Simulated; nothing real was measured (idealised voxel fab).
Process module, titled voxel air gaps
It is cross-section cut that appears here, measuring 140 nm in width, its square cells being 5 nm in size.
Heads up, the way a cross-section reads in here is a grid of square cells, handed over as bands from the top down, with every band being one or more rows of cells. Heads up on the band format: heights come first, top then bottom, in nm. After that it's the materials left to right, each with its width in nm. A single material flagged "edge to edge" fills the whole band edge to edge, and "empty" means there's empty space there. Heads up on the height convention: 0 is the point under which the incoming wafer is all one material, and the lowest band has no bottom, it just keeps going down, like "top 0, no bottom". Top row gets the first number, bottom row gets the second, and each row in between changes by the same step: that is how a band width like "30 to 40" works. Given "nothing got changed" for a step, no cell of the cross-section differs between before and after that step. "Unvented internal voids" enumerates empty spaces isolated from the top, with no open way to it, that contain at least 8 cells, giving each as width x height at distance from the left edge, all three in nm. Past the settings on a step's line: simulator remark, on that step. When a step includes a mask, the "overlay nm" setting on its line states how far to the right of its planned place that mask lay, and negative values state how far to the left.

**Steps planned for the process**
1. RECEIVE [material Si]
2. CONFORMAL_DEP [material SiO2] [thk nm 15]
3. CONFORMAL_DEP [material SiN] [thk nm 5]
4. DIRECTIONAL_DEP [material SiO2] [thk nm 40]
5. DIRECTIONAL_DEP [material aC] [thk nm 10]
6. PATTERN [tone open] [mask id LINES] [material resist] [width nm 15] [pitch nm 40] [thk nm 25] [overlay nm 0]
7. DIRECTIONAL_ETCH [etch materials aC] [depth nm 10]
8. STRIP [etch materials resist]
9. DIRECTIONAL_ETCH [etch materials SiO2] [depth nm 40]
10. STRIP [etch materials aC]
11. CONFORMAL_DEP [material TiN] [thk nm 5]
12. FILL_DEP [material Ru] [thk nm 5]
13. CMP [height nm 60]
14. EPI [material Ru] [thk nm 10]
15. SELECTIVE_ETCH [etch materials SiO2] [depth nm 50]
16. CONFORMAL_DEP [material SiCN] [thk nm 5]

**First wafer, two in total, run as planned**

**As-received state of the wafer in cross-section, equivalent to post-step 1**
	top 0, no bottom | Si edge to edge
	Unvented internal voids: none

**The following cross-section depicts the wafer upon completion of step 2**
	top 15, bottom 0 | SiO2 edge to edge
	Under the height 0 nothing was changed.

**The following cross-section depicts the wafer upon completion of step 3**
	top 20, bottom 15 | SiN edge to edge
	Under the height 15 nothing was changed.

**The following cross-section depicts the wafer upon completion of step 4**
	top 60, bottom 20 | SiO2 edge to edge
	Under the height 20 nothing was changed.

**The following cross-section depicts the wafer upon completion of step 5**
	top 70, bottom 60 | aC edge to edge
	Under the height 60 nothing was changed.

**The following cross-section depicts the wafer upon completion of step 6**
	top 95, bottom 70 | resist 20 | empty 15 | resist 25 | empty 15 | resist 25 | empty 15 | resist 25
	Under the height 70 nothing was changed.

**The following cross-section depicts the wafer upon completion of step 7**
	top 85, bottom 70 | resist 20 | empty 15 | resist 25 | empty 15 | resist 25 | empty 15 | resist 25
	top 70, bottom 60 | aC 20 | empty 15 | aC 25 | empty 15 | aC 25 | empty 15 | aC 25
	Under the height 60 nothing was changed.

**The following cross-section depicts the wafer upon completion of step 8**
	top 70, bottom 60 | aC 20 | empty 15 | aC 25 | empty 15 | aC 25 | empty 15 | aC 25
	Under the height 60 nothing was changed.

**The following cross-section depicts the wafer upon completion of step 9**
	top 70, bottom 60 | aC 20 | empty 15 | aC 25 | empty 15 | aC 25 | empty 15 | aC 25
	top 60, bottom 20 | SiO2 20 | empty 15 | SiO2 25 | empty 15 | SiO2 25 | empty 15 | SiO2 25
	Under the height 20 nothing was changed.

**The following cross-section depicts the wafer upon completion of step 10**
	top 60, bottom 20 | SiO2 20 | empty 15 | SiO2 25 | empty 15 | SiO2 25 | empty 15 | SiO2 25
	Under the height 20 nothing was changed.

**The following cross-section depicts the wafer upon completion of step 11**
	top 65, bottom 60 | TiN 25 | empty 5 | TiN 35 | empty 5 | TiN 35 | empty 5 | TiN 30
	top 60, bottom 25 | SiO2 20 | TiN 5 | empty 5 | TiN 5 | SiO2 25 | TiN 5 | empty 5 | TiN 5 | SiO2 25 | TiN 5 | empty 5 | TiN 5 | SiO2 25
	top 25, bottom 20 | SiO2 20 | TiN 15 | SiO2 25 | TiN 15 | SiO2 25 | TiN 15 | SiO2 25
	Under the height 20 nothing was changed.

**The following cross-section depicts the wafer upon completion of step 12**
	top 70, bottom 65 | Ru edge to edge
	top 65, bottom 60 | TiN 25 | Ru 5 | TiN 35 | Ru 5 | TiN 35 | Ru 5 | TiN 30
	top 60, bottom 25 | SiO2 20 | TiN 5 | Ru 5 | TiN 5 | SiO2 25 | TiN 5 | Ru 5 | TiN 5 | SiO2 25 | TiN 5 | Ru 5 | TiN 5 | SiO2 25
	Under the height 25 nothing was changed.

**The following cross-section depicts the wafer upon completion of step 13**
	top 60, bottom 25 | SiO2 20 | TiN 5 | Ru 5 | TiN 5 | SiO2 25 | TiN 5 | Ru 5 | TiN 5 | SiO2 25 | TiN 5 | Ru 5 | TiN 5 | SiO2 25
	Under the height 25 nothing was changed.

**The following cross-section depicts the wafer upon completion of step 14**
	top 70, bottom 60 | empty 10 | Ru 35 | empty 5 | Ru 35 | empty 5 | Ru 35 | empty 15
	Under the height 60 nothing was changed.

**The following cross-section depicts the wafer upon completion of step 15**
	top 70, bottom 60 | empty 10 | Ru 35 | empty 5 | Ru 35 | empty 5 | Ru 35 | empty 15
	top 60, bottom 25 | empty 20 | TiN 5 | Ru 5 | TiN 5 | empty 25 | TiN 5 | Ru 5 | TiN 5 | empty 25 | TiN 5 | Ru 5 | TiN 5 | empty 25
	top 25, bottom 20 | empty 20 | TiN 15 | empty 25 | TiN 15 | empty 25 | TiN 15 | empty 25
	Under the height 20 nothing was changed.

**The following cross-section depicts the wafer upon completion of step 16**
	top 75, bottom 70 | empty 5 | SiCN 125 | empty 10
	top 70, bottom 60 | empty 5 | SiCN 5 | Ru 35 | SiCN 5 | Ru 35 | SiCN 5 | Ru 35 | SiCN 5 | empty 10
	top 60, bottom 55 | empty 5 | SiCN 15 | TiN 5 | Ru 5 | TiN 5 | SiCN 25 | TiN 5 | Ru 5 | TiN 5 | SiCN 25 | TiN 5 | Ru 5 | TiN 5 | SiCN 15 | empty 10
	top 55, bottom 25 | empty 15 | SiCN 5 | TiN 5 | Ru 5 | TiN 5 | SiCN 5 | empty 15 | SiCN 5 | TiN 5 | Ru 5 | TiN 5 | SiCN 5 | empty 15 | SiCN 5 | TiN 5 | Ru 5 | TiN 5 | SiCN 5 | empty 20
	top 25, bottom 20 | SiCN 20 | TiN 15 | SiCN 25 | TiN 15 | SiCN 25 | TiN 15 | SiCN 25
	Under the height 20 nothing was changed.
	Unvented internal voids: 15 x 30 at 40; 15 x 30 at 80

**Now the other wafer: same start, same recipe, but we messed up one thing when running it. Up to and including step 1 it's the same as the first one**

**At the planned end of step 2, the second wafer in cross-section**
	top 30, bottom 0 | SiO2 edge to edge
	Under the height 0 nothing was changed.

**At the planned end of step 3, the second wafer in cross-section**
	top 35, bottom 30 | SiN edge to edge
	Under the height 30 nothing was changed.

**At the planned end of step 4, the second wafer in cross-section**
	top 75, bottom 35 | SiO2 edge to edge
	Under the height 35 nothing was changed.

**At the planned end of step 5, the second wafer in cross-section**
	top 85, bottom 75 | aC edge to edge
	Under the height 75 nothing was changed.

**At the planned end of step 6, the second wafer in cross-section**
	top 110, bottom 85 | resist 20 | empty 15 | resist 25 | empty 15 | resist 25 | empty 15 | resist 25
	Under the height 85 nothing was changed.

**At the planned end of step 7, the second wafer in cross-section**
	top 100, bottom 85 | resist 20 | empty 15 | resist 25 | empty 15 | resist 25 | empty 15 | resist 25
	top 85, bottom 75 | aC 20 | empty 15 | aC 25 | empty 15 | aC 25 | empty 15 | aC 25
	Under the height 75 nothing was changed.

**At the planned end of step 8, the second wafer in cross-section**
	top 85, bottom 75 | aC 20 | empty 15 | aC 25 | empty 15 | aC 25 | empty 15 | aC 25
	Under the height 75 nothing was changed.

**At the planned end of step 9, the second wafer in cross-section**
	top 85, bottom 75 | aC 20 | empty 15 | aC 25 | empty 15 | aC 25 | empty 15 | aC 25
	top 75, bottom 35 | SiO2 20 | empty 15 | SiO2 25 | empty 15 | SiO2 25 | empty 15 | SiO2 25
	Under the height 35 nothing was changed.

**At the planned end of step 10, the second wafer in cross-section**
	top 75, bottom 35 | SiO2 20 | empty 15 | SiO2 25 | empty 15 | SiO2 25 | empty 15 | SiO2 25
	Under the height 35 nothing was changed.

**At the planned end of step 11, the second wafer in cross-section**
	top 80, bottom 75 | TiN 25 | empty 5 | TiN 35 | empty 5 | TiN 35 | empty 5 | TiN 30
	top 75, bottom 40 | SiO2 20 | TiN 5 | empty 5 | TiN 5 | SiO2 25 | TiN 5 | empty 5 | TiN 5 | SiO2 25 | TiN 5 | empty 5 | TiN 5 | SiO2 25
	top 40, bottom 35 | SiO2 20 | TiN 15 | SiO2 25 | TiN 15 | SiO2 25 | TiN 15 | SiO2 25
	Under the height 35 nothing was changed.

**At the planned end of step 12, the second wafer in cross-section**
	top 85, bottom 80 | Ru edge to edge
	top 80, bottom 75 | TiN 25 | Ru 5 | TiN 35 | Ru 5 | TiN 35 | Ru 5 | TiN 30
	top 75, bottom 40 | SiO2 20 | TiN 5 | Ru 5 | TiN 5 | SiO2 25 | TiN 5 | Ru 5 | TiN 5 | SiO2 25 | TiN 5 | Ru 5 | TiN 5 | SiO2 25
	Under the height 40 nothing was changed.

**At the planned end of step 13, the second wafer in cross-section**
	top 60, bottom 40 | SiO2 20 | TiN 5 | Ru 5 | TiN 5 | SiO2 25 | TiN 5 | Ru 5 | TiN 5 | SiO2 25 | TiN 5 | Ru 5 | TiN 5 | SiO2 25
	Under the height 40 nothing was changed.

**At the planned end of step 14, the second wafer in cross-section**
	top 70, bottom 60 | empty 10 | Ru 35 | empty 5 | Ru 35 | empty 5 | Ru 35 | empty 15
	Under the height 60 nothing was changed.

**At the planned end of step 15, the second wafer in cross-section**
	top 70, bottom 60 | empty 10 | Ru 35 | empty 5 | Ru 35 | empty 5 | Ru 35 | empty 15
	top 60, bottom 40 | empty 20 | TiN 5 | Ru 5 | TiN 5 | empty 25 | TiN 5 | Ru 5 | TiN 5 | empty 25 | TiN 5 | Ru 5 | TiN 5 | empty 25
	top 40, bottom 35 | empty 20 | TiN 15 | empty 25 | TiN 15 | empty 25 | TiN 15 | empty 25
	Under the height 35 nothing was changed.

**At the planned end of step 16, the second wafer in cross-section**
	top 75, bottom 70 | empty 5 | SiCN 125 | empty 10
	top 70, bottom 60 | empty 5 | SiCN 5 | Ru 35 | SiCN 5 | Ru 35 | SiCN 5 | Ru 35 | SiCN 5 | empty 10
	top 60, bottom 55 | empty 5 | SiCN 15 | TiN 5 | Ru 5 | TiN 5 | SiCN 25 | TiN 5 | Ru 5 | TiN 5 | SiCN 25 | TiN 5 | Ru 5 | TiN 5 | SiCN 15 | empty 10
	top 55, bottom 40 | empty 15 | SiCN 5 | TiN 5 | Ru 5 | TiN 5 | SiCN 5 | empty 15 | SiCN 5 | TiN 5 | Ru 5 | TiN 5 | SiCN 5 | empty 15 | SiCN 5 | TiN 5 | Ru 5 | TiN 5 | SiCN 5 | empty 20
	top 40, bottom 35 | SiCN 20 | TiN 15 | SiCN 25 | TiN 15 | SiCN 25 | TiN 15 | SiCN 25
	Under the height 35 nothing was changed.
	Unvented internal voids: 15 x 15 at 40; 15 x 15 at 80
Short version of what went wrong: execution of plan step 2 occurred twice
Upon completion, the second wafer contains, in terms of cells, a greater or smaller amount of certain materials than the first wafer: 9 fewer of Ru, 18 fewer of SiCN, 84 more of SiO2, 18 fewer of TiN
